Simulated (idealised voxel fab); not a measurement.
This is a process module. Its name is voxel wiring stack.
230 nm wide, 5 nm square cells: that's cross-section cut.
The cross-sections in this document take the form of a grid made of square cells. They are written out as bands, in order from top to bottom. Each band consists of one or more rows of cells. Per band: top height and bottom height in nm, followed by the left-to-right materials and their widths in nm; "all across" marks a single material spanning edge to edge, "blank" marks empty space. The reference from which all heights are counted is 0, the level beneath which the as-received wafer is entirely one material; the lowest band, having no lower bound, proceeds downward and is written after the example "z 0 and below". Per-row width for "30->40": begins at first number (top row of band), ends at second number (bottom row), increment between rows held constant. Given "remained unchanged" for a step, no cell of the cross-section differs between before and after that step. "Enclosed void entries": sealed empty spaces, 8 cells or more, no open way to top, listed width x height at distance, with distance from the left edge and width, height and distance in nm. It should be noted that, on the line of a given step, the content following the step's settings is a remark produced by the simulator itself with respect to that step. The line of a step may include "overlay nm". On a step with a mask, this value is how far to the right of its planned place the mask lay. A negative value means the mask lay to the left.

The steps planned for the process are as follows:
1) RECEIVE [material Si]
2) CONFORMAL_DEP [material SiO2] [thk nm 15]
3) CONFORMAL_DEP [material SiCN] [thk nm 5]
4) DIRECTIONAL_DEP [material SiO2] [thk nm 25]
5) DIRECTIONAL_DEP [material aC] [thk nm 10]
6) PATTERN [tone open] [mask id METAL_1] [material resist] [width nm 25] [pitch nm 50] [thk nm 25] [overlay nm 0]
7) DIRECTIONAL_ETCH [etch materials aC] [depth nm 10]
8) STRIP [etch materials resist]
9) DIRECTIONAL_ETCH [etch materials SiO2] [depth nm 25]
10) DIRECTIONAL_ETCH [etch materials SiCN] [depth nm 5]
11) STRIP [etch materials aC]
12) CONFORMAL_DEP [material TiN] [thk nm 5]
13) FILL_DEP [material W] [thk nm 5]
14) CMP [height nm 45]
15) CONFORMAL_DEP [material SiCN] [thk nm 5]
16) DIRECTIONAL_DEP [material lowk] [thk nm 15]
17) DIRECTIONAL_DEP [material aC] [thk nm 15]
18) PATTERN [tone open] [mask id PLUG_1] [material resist] [width nm 15] [pitch nm 100] [thk nm 35] [overlay nm 0]
19) DIRECTIONAL_ETCH [etch materials aC] [depth nm 15]
20) STRIP [etch materials resist]
21) DIRECTIONAL_ETCH [etch materials lowk] [depth nm 15]
22) DIRECTIONAL_ETCH [etch materials SiCN] [depth nm 5]
23) STRIP [etch materials aC]
24) EPI [material Ru] [thk nm 10]
25) EPI [material Ru] [thk nm 10]
26) CONFORMAL_DEP [material SiN] [thk nm 5]
27) DIRECTIONAL_DEP [material SiO2] [thk nm 20]
28) MASKED_ETCH [tone open] [mask id METAL_2] [width nm 25] [pitch nm 50] [etch materials SiO2] [depth nm 20] [overlay nm 0]
29) MASKED_ETCH [tone open] [mask id METAL_2] [width nm 25] [pitch nm 50] [etch materials SiN] [depth nm 5] [overlay nm 0]
30) CONFORMAL_DEP [material TiN] [thk nm 5]
31) FILL_DEP [material Cu] [thk nm 10]
32) CMP [height nm 90]
33) CONFORMAL_DEP [material SiCN] [thk nm 5]
34) DIRECTIONAL_DEP [material SiO2] [thk nm 10]
35) DIRECTIONAL_DEP [material aC] [thk nm 15]
36) PATTERN [tone open] [mask id PLUG_2] [material resist] [width nm 15] [pitch nm 100] [thk nm 30] [overlay nm 0]
37) DIRECTIONAL_ETCH [etch materials aC] [depth nm 15]
38) STRIP [etch materials resist]
39) DIRECTIONAL_ETCH [etch materials SiO2] [depth nm 10]
40) DIRECTIONAL_ETCH [etch materials SiCN] [depth nm 5]
41) STRIP [etch materials aC]
42) CONFORMAL_DEP [material TiN] [thk nm 5]
43) FILL_DEP [material Ru] [thk nm 5]
44) CMP [height nm 105]
45) DIRECTIONAL_DEP [material TiN] [thk nm 5]
46) DIRECTIONAL_DEP [material Ru] [thk nm 25]
47) DIRECTIONAL_DEP [material aC] [thk nm 10]
48) PATTERN [tone cover] [mask id METAL_3] [material resist] [width nm 25] [pitch nm 50] [thk nm 30] [overlay nm 0]
49) DIRECTIONAL_ETCH [etch materials aC] [depth nm 10]
50) STRIP [etch materials resist]
51) DIRECTIONAL_ETCH [etch materials Ru] [depth nm 25]
52) DIRECTIONAL_ETCH [etch materials TiN] [depth nm 5]
53) STRIP [etch materials aC]
54) CONFORMAL_DEP [material SiCN] [thk nm 5]
55) FILL_DEP [material SiO2] [thk nm 10]
56) CMP [height nm 135]
57) CONFORMAL_DEP [material SiCN] [thk nm 5]
58) DIRECTIONAL_DEP [material lowk] [thk nm 10]
59) PATTERN [tone open] [mask id PLUG_3] [material resist] [width nm 15] [pitch nm 100] [thk nm 20] [overlay nm 0]
60) DIRECTIONAL_ETCH [etch materials lowk] [depth nm 10]
61) DIRECTIONAL_ETCH [etch materials SiCN] [depth nm 5]
62) STRIP [etch materials resist]
63) CONFORMAL_DEP [material TiN] [thk nm 5]
64) FILL_DEP [material Ru] [thk nm 5]
65) CMP [height nm 150]
66) DIRECTIONAL_DEP [material TiN] [thk nm 5]
67) DIRECTIONAL_DEP [material W] [thk nm 20]
68) PATTERN [tone cover] [mask id METAL_4] [material resist] [width nm 25] [pitch nm 50] [thk nm 20] [overlay nm 0]
69) DIRECTIONAL_ETCH [etch materials W] [depth nm 20]
70) DIRECTIONAL_ETCH [etch materials TiN] [depth nm 5]
71) STRIP [etch materials resist]
72) FILL_DEP [material SiO2] [thk nm 5]
73) CMP [height nm 175]
74) CONFORMAL_DEP [material SiN] [thk nm 5]

Cross-section of the incoming wafer, state after step 1:
	z 0 and below = Si all across
	Enclosed void entries: none

Cross-section, first of two wafers, end of module, run as planned:
	z 180 to 175 = SiN all across
	z 175 to 155 = 25 of SiO2 / 25 of W / 25 of SiO2 / 25 of W / 25 of SiO2 / 25 of W / 25 of SiO2 / 25 of W / 30 of SiO2
	z 155 to 150 = 25 of SiO2 / 25 of TiN / 25 of SiO2 / 25 of TiN / 25 of SiO2 / 25 of TiN / 25 of SiO2 / 25 of TiN / 30 of SiO2
	z 150 to 140 = 25 of lowk / 5 of TiN / 5 of Ru / 5 of TiN / 85 of lowk / 5 of TiN / 5 of Ru / 5 of TiN / 90 of lowk
	z 140 to 135 = 25 of SiCN / 15 of TiN / 85 of SiCN / 15 of TiN / 90 of SiCN
	z 135 to 110 = 20 of SiO2 / 5 of SiCN / 25 of Ru / 5 of SiCN / 15 of SiO2 / 5 of SiCN / 25 of Ru / 5 of SiCN / 15 of SiO2 / 5 of SiCN / 25 of Ru / 5 of SiCN / 15 of SiO2 / 5 of SiCN / 25 of Ru / 5 of SiCN / 25 of SiO2
	z 110 to 105 = 25 of SiCN / 25 of TiN / 25 of SiCN / 25 of TiN / 25 of SiCN / 25 of TiN / 25 of SiCN / 25 of TiN / 30 of SiCN
	z 105 to 95 = 25 of SiO2 / 5 of TiN / 5 of Ru / 5 of TiN / 85 of SiO2 / 5 of TiN / 5 of Ru / 5 of TiN / 90 of SiO2
	z 95 to 90 = 25 of SiCN / 15 of TiN / 85 of SiCN / 15 of TiN / 90 of SiCN
	z 90 to 70 = 25 of SiO2 / 5 of TiN / 15 of Cu / 5 of TiN / 25 of SiO2 / 5 of TiN / 15 of Cu / 5 of TiN / 25 of SiO2 / 5 of TiN / 15 of Cu / 5 of TiN / 25 of SiO2 / 5 of TiN / 15 of Cu / 5 of TiN / 30 of SiO2
	z 70 to 65 = 25 of SiN / 25 of TiN / 25 of SiN / 25 of TiN / 25 of SiN / 25 of TiN / 25 of SiN / 25 of TiN / 30 of SiN
	z 65 to 50 = 25 of lowk / 15 of Ru / 85 of lowk / 15 of Ru / 90 of lowk
	z 50 to 45 = 25 of SiCN / 15 of Ru / 85 of SiCN / 15 of Ru / 90 of SiCN
	z 45 to 20 = 25 of SiO2 / 5 of TiN / 15 of W / 5 of TiN / 25 of SiO2 / 5 of TiN / 15 of W / 5 of TiN / 25 of SiO2 / 5 of TiN / 15 of W / 5 of TiN / 25 of SiO2 / 5 of TiN / 15 of W / 5 of TiN / 30 of SiO2
	z 20 to 15 = 25 of SiCN / 25 of TiN / 25 of SiCN / 25 of TiN / 25 of SiCN / 25 of TiN / 25 of SiCN / 25 of TiN / 30 of SiCN
	z 15 to 0 = SiO2 all across
	z 0 and below = Si all across
	Enclosed void entries: none

Cross-section of the latter of the two wafers at module completion. It had an identical start and an identical plan to the former; in running it, one mistake was made:
	z 180 to 175 = SiN all across
	z 175 to 155 = 25 of SiO2 / 25 of W / 25 of SiO2 / 25 of W / 25 of SiO2 / 25 of W / 25 of SiO2 / 25 of W / 30 of SiO2
	z 155 to 150 = 25 of SiO2 / 25 of TiN / 25 of SiO2 / 25 of TiN / 25 of SiO2 / 25 of TiN / 25 of SiO2 / 25 of TiN / 30 of SiO2
	z 150 to 140 = 30 of lowk / 5 of TiN / 5 of Ru / 5 of TiN / 85 of lowk / 5 of TiN / 5 of Ru / 5 of TiN / 85 of lowk
	z 140 to 135 = 30 of SiCN / 15 of TiN / 85 of SiCN / 15 of TiN / 85 of SiCN
	z 135 to 110 = 20 of SiO2 / 5 of SiCN / 25 of Ru / 5 of SiCN / 15 of SiO2 / 5 of SiCN / 25 of Ru / 5 of SiCN / 15 of SiO2 / 5 of SiCN / 25 of Ru / 5 of SiCN / 15 of SiO2 / 5 of SiCN / 25 of Ru / 5 of SiCN / 25 of SiO2
	z 110 to 105 = 25 of SiCN / 25 of TiN / 25 of SiCN / 25 of TiN / 25 of SiCN / 25 of TiN / 25 of SiCN / 25 of TiN / 30 of SiCN
	z 105 to 95 = 25 of SiO2 / 5 of TiN / 5 of Ru / 5 of TiN / 85 of SiO2 / 5 of TiN / 5 of Ru / 5 of TiN / 90 of SiO2
	z 95 to 90 = 25 of SiCN / 15 of TiN / 85 of SiCN / 15 of TiN / 90 of SiCN
	z 90 to 70 = 25 of SiO2 / 5 of TiN / 15 of Cu / 5 of TiN / 25 of SiO2 / 5 of TiN / 15 of Cu / 5 of TiN / 25 of SiO2 / 5 of TiN / 15 of Cu / 5 of TiN / 25 of SiO2 / 5 of TiN / 15 of Cu / 5 of TiN / 30 of SiO2
	z 70 to 65 = 25 of SiN / 25 of TiN / 25 of SiN / 25 of TiN / 25 of SiN / 25 of TiN / 25 of SiN / 25 of TiN / 30 of SiN
	z 65 to 50 = 25 of lowk / 15 of Ru / 85 of lowk / 15 of Ru / 90 of lowk
	z 50 to 45 = 25 of SiCN / 15 of Ru / 85 of SiCN / 15 of Ru / 90 of SiCN
	z 45 to 20 = 25 of SiO2 / 5 of TiN / 15 of W / 5 of TiN / 25 of SiO2 / 5 of TiN / 15 of W / 5 of TiN / 25 of SiO2 / 5 of TiN / 15 of W / 5 of TiN / 25 of SiO2 / 5 of TiN / 15 of W / 5 of TiN / 30 of SiO2
	z 20 to 15 = 25 of SiCN / 25 of TiN / 25 of SiCN / 25 of TiN / 25 of SiCN / 25 of TiN / 25 of SiCN / 25 of TiN / 30 of SiCN
	z 15 to 0 = SiO2 all across
	z 0 and below = Si all across
	Enclosed void entries: none
Want to know what went wrong? the process deviated at step 59: the operation and settings actually run there were PATTERN [tone open] [mask id PLUG_3] [material resist] [width nm 15] [pitch nm 100] [thk nm 20] [overlay nm 5]
The two final wafers agree on how many cells each material fills and disagree on which cells those are.
